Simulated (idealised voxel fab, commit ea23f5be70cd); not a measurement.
The following is a process module called voxel capacitor over wiring.
cross-section cut | 275 nm wide | cells 5 nm
In what follows, cross-sections appear as grids of square cells, described through bands that run from the top down, where every band is one or more rows of cells. Heads up on the band format: heights come first, top then bottom, in nm. After that it's the materials left to right, each with its width in nm. A single material flagged "edge to edge" fills the whole band edge to edge, and "blank" means there's empty space there. The reference from which all heights are counted is 0, the level beneath which the as-received wafer is entirely one material; the lowest band, having no lower bound, proceeds downward and is written after the example "0..down". With a width like "30->40", each row of cells in the band differs from the next by the same amount, the top row carrying the first number and the bottom row the second. "nothing got changed" after a step means that no cell of the cross-section changed. "Cavities, sealed" enumerates empty spaces isolated from the top, with no open way to it, that contain at least 8 cells, giving each as width x height at distance from the left edge, all three in nm. The remark found on a step's line after its settings is issued by the simulator itself and pertains to that step. overlay nm: mask offset rightward from planned place, masked step; negative means leftward offset.

[Here's what the planned process steps look like]
1) RECEIVE, material Si
2) CONFORMAL_DEP, material SiO2, thk nm 10
3) DIRECTIONAL_DEP, material TiN, thk nm 5
4) DIRECTIONAL_DEP, material Ru, thk nm 20
5) PATTERN, tone cover, mask id METAL_1, material resist, width nm 20, pitch nm 75, thk nm 20, overlay nm 0
6) DIRECTIONAL_ETCH, etch materials Ru, depth nm 20
7) DIRECTIONAL_ETCH, etch materials TiN, depth nm 5
8) STRIP, etch materials resist
9) CONFORMAL_DEP, material SiN, thk nm 5
10) FILL_DEP, material SiO2, thk nm 5
11) CMP, height nm 35
12) CONFORMAL_DEP, material SiCN, thk nm 5
13) DIRECTIONAL_DEP, material SiO2, thk nm 15
14) DIRECTIONAL_DEP, material aC, thk nm 15
15) PATTERN, tone open, mask id PLUG_1, material resist, width nm 15, thk nm 30, overlay nm 0
16) DIRECTIONAL_ETCH, etch materials aC, depth nm 15
17) STRIP, etch materials resist
18) DIRECTIONAL_ETCH, etch materials SiO2, depth nm 15
19) DIRECTIONAL_ETCH, etch materials SiCN, depth nm 5
20) STRIP, etch materials aC
21) CONFORMAL_DEP, material TiN, thk nm 5
22) FILL_DEP, material Ru, thk nm 5
23) CMP, height nm 55
24) DIRECTIONAL_DEP, material TiN, thk nm 5
25) DIRECTIONAL_DEP, material Al2O3, thk nm 5
26) DIRECTIONAL_DEP, material TiN, thk nm 5
27) MASKED_ETCH, tone cover, mask id UPPER_PLATE, width nm 60, etch materials TiN, depth nm 5, overlay nm 0
28) MASKED_ETCH, tone cover, mask id UPPER_PLATE, width nm 60, etch materials Al2O3, depth nm 5, overlay nm 0
29) PATTERN, tone cover, mask id LOWER_PLATE, material resist, width nm 70, thk nm 15, overlay nm 0
30) DIRECTIONAL_ETCH, etch materials TiN, depth nm 5
31) STRIP, etch materials resist
32) FILL_DEP, material SiO2, thk nm 15
33) CMP, height nm 80
34) PATTERN, tone open, mask id PLUG_2, material resist, width nm 15, thk nm 20, overlay nm 0
35) DIRECTIONAL_ETCH, etch materials SiO2, depth nm 10
36) STRIP, etch materials resist
37) CONFORMAL_DEP, material TiN, thk nm 5
38) FILL_DEP, material Ru, thk nm 5
39) CMP, height nm 80
40) CONFORMAL_DEP, material SiCN, thk nm 5

[First of the two wafers, run per plan]

[Cross-section of the wafer upon arrival, representing the state reached after step 1]
> 0..down: Si edge to edge
> Cavities, sealed: none

[So this is the wafer cross-section right after step 2]
> 10..0: SiO2 edge to edge
> At heights below 0, the structure remains unaltered.

[So this is the wafer cross-section right after step 3]
> 15..10: TiN edge to edge
> At heights below 10, the structure remains unaltered.

[So this is the wafer cross-section right after step 4]
> 35..15: Ru edge to edge
> At heights below 15, the structure remains unaltered.

[So this is the wafer cross-section right after step 5]
> 55..35: blank 90 nm | resist 20 nm | blank 55 nm | resist 20 nm | blank 90 nm
> At heights below 35, the structure remains unaltered.

[So this is the wafer cross-section right after step 6]
> 55..35: blank 90 nm | resist 20 nm | blank 55 nm | resist 20 nm | blank 90 nm
> 35..15: blank 90 nm | Ru 20 nm | blank 55 nm | Ru 20 nm | blank 90 nm
> At heights below 15, the structure remains unaltered.

[So this is the wafer cross-section right after step 7]
> 55..35: blank 90 nm | resist 20 nm | blank 55 nm | resist 20 nm | blank 90 nm
> 35..15: blank 90 nm | Ru 20 nm | blank 55 nm | Ru 20 nm | blank 90 nm
> 15..10: blank 90 nm | TiN 20 nm | blank 55 nm | TiN 20 nm | blank 90 nm
> At heights below 10, the structure remains unaltered.

[So this is the wafer cross-section right after step 8]
> 35..15: blank 90 nm | Ru 20 nm | blank 55 nm | Ru 20 nm | blank 90 nm
> At heights below 15, the structure remains unaltered.

[So this is the wafer cross-section right after step 9]
> 40..35: blank 85 nm | SiN 30 nm | blank 45 nm | SiN 30 nm | blank 85 nm
> 35..15: blank 85 nm | SiN 5 nm | Ru 20 nm | SiN 5 nm | blank 45 nm | SiN 5 nm | Ru 20 nm | SiN 5 nm | blank 85 nm
> 15..10: SiN 90 nm | TiN 20 nm | SiN 55 nm | TiN 20 nm | SiN 90 nm
> At heights below 10, the structure remains unaltered.

[So this is the wafer cross-section right after step 10]
> 45..40: SiO2 edge to edge
> 40..35: SiO2 85 nm | SiN 30 nm | SiO2 45 nm | SiN 30 nm | SiO2 85 nm
> 35..15: SiO2 85 nm | SiN 5 nm | Ru 20 nm | SiN 5 nm | SiO2 45 nm | SiN 5 nm | Ru 20 nm | SiN 5 nm | SiO2 85 nm
> At heights below 15, the structure remains unaltered.

[So this is the wafer cross-section right after step 11]
> 35..15: SiO2 85 nm | SiN 5 nm | Ru 20 nm | SiN 5 nm | SiO2 45 nm | SiN 5 nm | Ru 20 nm | SiN 5 nm | SiO2 85 nm
> At heights below 15, the structure remains unaltered.

[So this is the wafer cross-section right after step 12]
> 40..35: SiCN edge to edge
> At heights below 35, the structure remains unaltered.

[So this is the wafer cross-section right after step 13]
> 55..40: SiO2 edge to edge
> At heights below 40, the structure remains unaltered.

[So this is the wafer cross-section right after step 14]
> 70..55: aC edge to edge
> At heights below 55, the structure remains unaltered.

[So this is the wafer cross-section right after step 15]
> 100..70: resist 95 nm | blank 15 nm | resist 165 nm
> At heights below 70, the structure remains unaltered.

[So this is the wafer cross-section right after step 16]
> 85..70: resist 95 nm | blank 15 nm | resist 165 nm
> 70..55: aC 95 nm | blank 15 nm | aC 165 nm
> At heights below 55, the structure remains unaltered.

[So this is the wafer cross-section right after step 17]
> 70..55: aC 95 nm | blank 15 nm | aC 165 nm
> At heights below 55, the structure remains unaltered.

[So this is the wafer cross-section right after step 18]
> 70..55: aC 95 nm | blank 15 nm | aC 165 nm
> 55..40: SiO2 95 nm | blank 15 nm | SiO2 165 nm
> At heights below 40, the structure remains unaltered.

[So this is the wafer cross-section right after step 19]
> 70..55: aC 95 nm | blank 15 nm | aC 165 nm
> 55..40: SiO2 95 nm | blank 15 nm | SiO2 165 nm
> 40..35: SiCN 95 nm | blank 15 nm | SiCN 165 nm
> At heights below 35, the structure remains unaltered.

[So this is the wafer cross-section right after step 20]
> 55..40: SiO2 95 nm | blank 15 nm | SiO2 165 nm
> At heights below 40, the structure remains unaltered.

[So this is the wafer cross-section right after step 21]
> 60..55: TiN 100 nm | blank 5 nm | TiN 170 nm
> 55..40: SiO2 95 nm | TiN 5 nm | blank 5 nm | TiN 5 nm | SiO2 165 nm
> 40..35: SiCN 95 nm | TiN 15 nm | SiCN 165 nm
> At heights below 35, the structure remains unaltered.

[So this is the wafer cross-section right after step 22]
> 65..60: Ru edge to edge
> 60..55: TiN 100 nm | Ru 5 nm | TiN 170 nm
> 55..40: SiO2 95 nm | TiN 5 nm | Ru 5 nm | TiN 5 nm | SiO2 165 nm
> At heights below 40, the structure remains unaltered.

[So this is the wafer cross-section right after step 23]
> 55..40: SiO2 95 nm | TiN 5 nm | Ru 5 nm | TiN 5 nm | SiO2 165 nm
> At heights below 40, the structure remains unaltered.

[So this is the wafer cross-section right after step 24]
> 60..55: TiN edge to edge
> At heights below 55, the structure remains unaltered.

[So this is the wafer cross-section right after step 25]
> 65..60: Al2O3 edge to edge
> At heights below 60, the structure remains unaltered.

[So this is the wafer cross-section right after step 26]
> 70..65: TiN edge to edge
> At heights below 65, the structure remains unaltered.

[So this is the wafer cross-section right after step 27]
> 70..65: blank 95 nm | TiN 60 nm | blank 120 nm
> At heights below 65, the structure remains unaltered.

[So this is the wafer cross-section right after step 28]
> 70..65: blank 95 nm | TiN 60 nm | blank 120 nm
> 65..60: blank 95 nm | Al2O3 60 nm | blank 120 nm
> At heights below 60, the structure remains unaltered.

[So this is the wafer cross-section right after step 29]
> 85..70: blank 90 nm | resist 70 nm | blank 115 nm
> 70..65: blank 90 nm | resist 5 nm | TiN 60 nm | resist 5 nm | blank 115 nm
> 65..60: blank 90 nm | resist 5 nm | Al2O3 60 nm | resist 5 nm | blank 115 nm
> At heights below 60, the structure remains unaltered.

[So this is the wafer cross-section right after step 30]
> 85..70: blank 90 nm | resist 70 nm | blank 115 nm
> 70..65: blank 90 nm | resist 5 nm | TiN 60 nm | resist 5 nm | blank 115 nm
> 65..60: blank 90 nm | resist 5 nm | Al2O3 60 nm | resist 5 nm | blank 115 nm
> 60..55: blank 90 nm | TiN 70 nm | blank 115 nm
> At heights below 55, the structure remains unaltered.

[So this is the wafer cross-section right after step 31]
> 70..65: blank 95 nm | TiN 60 nm | blank 120 nm
> 65..60: blank 95 nm | Al2O3 60 nm | blank 120 nm
> At heights below 60, the structure remains unaltered.

[So this is the wafer cross-section right after step 32]
> 85..70: SiO2 edge to edge
> 70..65: SiO2 95 nm | TiN 60 nm | SiO2 120 nm
> 65..60: SiO2 95 nm | Al2O3 60 nm | SiO2 120 nm
> 60..55: SiO2 90 nm | TiN 70 nm | SiO2 115 nm
> At heights below 55, the structure remains unaltered.

[So this is the wafer cross-section right after step 33]
> 80..70: SiO2 edge to edge
> At heights below 70, the structure remains unaltered.

[So this is the wafer cross-section right after step 34]
> 100..80: resist 105 nm | blank 15 nm | resist 155 nm
> At heights below 80, the structure remains unaltered.

[So this is the wafer cross-section right after step 35]
> 100..80: resist 105 nm | blank 15 nm | resist 155 nm
> 80..70: SiO2 105 nm | blank 15 nm | SiO2 155 nm
> At heights below 70, the structure remains unaltered.

[So this is the wafer cross-section right after step 36]
> 80..70: SiO2 105 nm | blank 15 nm | SiO2 155 nm
> At heights below 70, the structure remains unaltered.

[So this is the wafer cross-section right after step 37]
> 85..80: TiN 110 nm | blank 5 nm | TiN 160 nm
> 80..75: SiO2 105 nm | TiN 5 nm | blank 5 nm | TiN 5 nm | SiO2 155 nm
> 75..65: SiO2 105->95 nm | TiN 15->60 nm | SiO2 155->120 nm
> At heights below 65, the structure remains unaltered.

[So this is the wafer cross-section right after step 38]
> 90..85: Ru edge to edge
> 85..80: TiN 110 nm | Ru 5 nm | TiN 160 nm
> 80..75: SiO2 105 nm | TiN 5 nm | Ru 5 nm | TiN 5 nm | SiO2 155 nm
> At heights below 75, the structure remains unaltered.

[So this is the wafer cross-section right after step 39]
> 80..75: SiO2 105 nm | TiN 5 nm | Ru 5 nm | TiN 5 nm | SiO2 155 nm
> At heights below 75, the structure remains unaltered.

[So this is the wafer cross-section right after step 40]
> 85..80: SiCN edge to edge
> At heights below 80, the structure remains unaltered.

[Wafer two of two - same starting point, same process plan, one mistake in execution; matches wafer one up to and including step 39]

[Here is the second wafer in cross-section at the point where step 40 of the plan should have been done]
> 85..80: SiO2 edge to edge
> At heights below 80, the structure remains unaltered.
Here's what went sideways: step 40, actual vs plan mismatch, actual run CONFORMAL_DEP, material SiO2, thk nm 5
Final wafer comparison in cells, second versus first, more or fewer per material: -55 SiCN; +55 SiO2
